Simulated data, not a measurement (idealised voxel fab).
process module | voxel transistor to metal
cross-section cut | 295 nm wide | cells 5 nm
A cross-section is a grid of square cells, given in bands from the top down. A band is one or more rows of cells.
Each band's line starts with the height of the band's top and of its bottom, in nm. Then come its materials from left to right, each with its width in nm. One material with "throughout" fills the band from edge to edge. "air" is empty space.
Height 0 is the level under which the wafer as received is all one material. The lowest band goes on downwards, as in "0 down".
A width such as "30 to 40" changes by the same amount from each row of cells to the next, from the band's top row to its bottom row.
"no change" after a step means that no cell of the cross-section changed.
closed voids: empty space of 8 cells or more with no open way to the top, each as width x height at its distance from the left edge, in nm
after a step's settings: what the simulator itself notes on the step
overlay nm, on a step with a mask: how far to the right of its planned place the mask lay; to the left if negative
plan
1 op RECEIVE | material Si
2 op OXIDIZE | depth nm 5
3 op CONFORMAL_DEP | material SiN | thk nm 15
4 op MASKED_ETCH | tone cover | mask id ACTIVE | width nm 115 | pitch nm 135 | etch materials SiN | depth nm 15 | overlay nm 0
5 op MASKED_ETCH | tone cover | mask id ACTIVE | width nm 115 | pitch nm 135 | etch materials SiO2 | depth nm 5 | overlay nm 0
6 op MASKED_ETCH | tone cover | mask id ACTIVE | width nm 115 | pitch nm 135 | etch materials Si | depth nm 35 | overlay nm 0
7 op FILL_DEP | material SiO2 | thk nm 15
8 op CMP | height nm 15
9 op SELECTIVE_ETCH | etch materials SiO2 | depth nm 5
10 op STRIP | etch materials SiN
11 op SELECTIVE_ETCH | etch materials SiO2 | depth nm 5
12 op OXIDIZE | depth nm 5
13 op DIRECTIONAL_DEP | material polySi | thk nm 20
14 op DIRECTIONAL_DEP | material SiCN | thk nm 15
15 op DIRECTIONAL_DEP | material aC | thk nm 15
16 op PATTERN | tone cover | mask id GATE | material resist | width nm 15 | pitch nm 135 | thk nm 35 | overlay nm 0
17 op DIRECTIONAL_ETCH | etch materials aC | depth nm 15
18 op STRIP | etch materials resist
19 op DIRECTIONAL_ETCH | etch materials SiCN | depth nm 25
20 op DIRECTIONAL_ETCH | etch materials polySi | depth nm 30
21 op STRIP | etch materials aC
22 op CONFORMAL_DEP | material SiN | thk nm 5
23 op DIRECTIONAL_ETCH | etch materials SiN | depth nm 5
24 op DIRECTIONAL_ETCH | etch materials SiO2 | depth nm 5
25 op DIRECTIONAL_ETCH | etch materials Si | depth nm 5
26 op EPI | material pSi | thk nm 10
27 op FILL_DEP | material SiO2 | thk nm 10
28 op CMP | height nm 30
29 op DIRECTIONAL_DEP | material SiO2 | thk nm 15
30 op MASKED_ETCH | tone open | mask id CONTACT | width nm 20 | etch materials SiO2 | depth nm 50 | overlay nm 0
31 op CONFORMAL_DEP | material TiN | thk nm 5
32 op FILL_DEP | material W | thk nm 10
33 op CMP | height nm 45
34 op DIRECTIONAL_DEP | material TiN | thk nm 5
35 op DIRECTIONAL_DEP | material Ru | thk nm 20
36 op DIRECTIONAL_DEP | material aC | thk nm 15
37 op PATTERN | tone cover | mask id METAL_1 | material resist | width nm 20 | thk nm 30 | overlay nm 0
38 op DIRECTIONAL_ETCH | etch materials aC | depth nm 15
39 op STRIP | etch materials resist
40 op DIRECTIONAL_ETCH | etch materials Ru | depth nm 20
41 op DIRECTIONAL_ETCH | etch materials TiN | depth nm 5
42 op STRIP | etch materials aC
43 op CONFORMAL_DEP | material SiCN | thk nm 5
44 op FILL_DEP | material SiO2 | thk nm 10
45 op CMP | height nm 70
46 op CONFORMAL_DEP | material SiN | thk nm 5
as received, after step 1
  0 down: Si throughout
  closed voids: none
a wafer at the end: this start, this plan, one mistake
  75 to 70: SiN throughout
  70 to 50: SiO2 25 | SiCN 5 | Ru 20 | SiCN 5 | SiO2 45 | SiCN 5 | Ru 20 | SiCN 5 | SiO2 30 | SiCN 5 | Ru 20 | SiCN 5 | SiO2 45 | SiCN 5 | Ru 20 | SiCN 5 | SiO2 30
  50 to 45: SiCN 30 | TiN 20 | SiCN 55 | TiN 20 | SiCN 40 | TiN 20 | SiCN 55 | TiN 20 | SiCN 35
  45 to 30: SiO2 30 | TiN 5 | W 10 | TiN 5 | SiO2 55 | TiN 5 | W 10 | TiN 5 | SiO2 40 | TiN 5 | W 10 | TiN 5 | SiO2 55 | TiN 5 | W 10 | TiN 5 | SiO2 35
  30 to 20: SiO2 30 | TiN 5 | W 10 | TiN 5 | SiO2 15 | SiN 5 | polySi 15 | SiN 5 | SiO2 15 | TiN 5 | W 10 | TiN 5 | SiO2 40 | TiN 5 | W 10 | TiN 5 | SiO2 15 | SiN 5 | polySi 15 | SiN 5 | SiO2 15 | TiN 5 | W 10 | TiN 5 | SiO2 35
  20 to 15: SiO2 30 | TiN 20 | SiO2 55 | TiN 20 | SiO2 40 | TiN 20 | SiO2 55 | TiN 20 | SiO2 35
  15 to 0: SiO2 20 | SiN 115 | SiO2 20 | SiN 115 | SiO2 25
  0 to -5: SiO2 throughout
  -5 to -40: SiO2 20 | Si 115 | SiO2 20 | Si 115 | SiO2 25
  -40 down: Si throughout
  closed voids: none
what went wrong: step 8 was left out
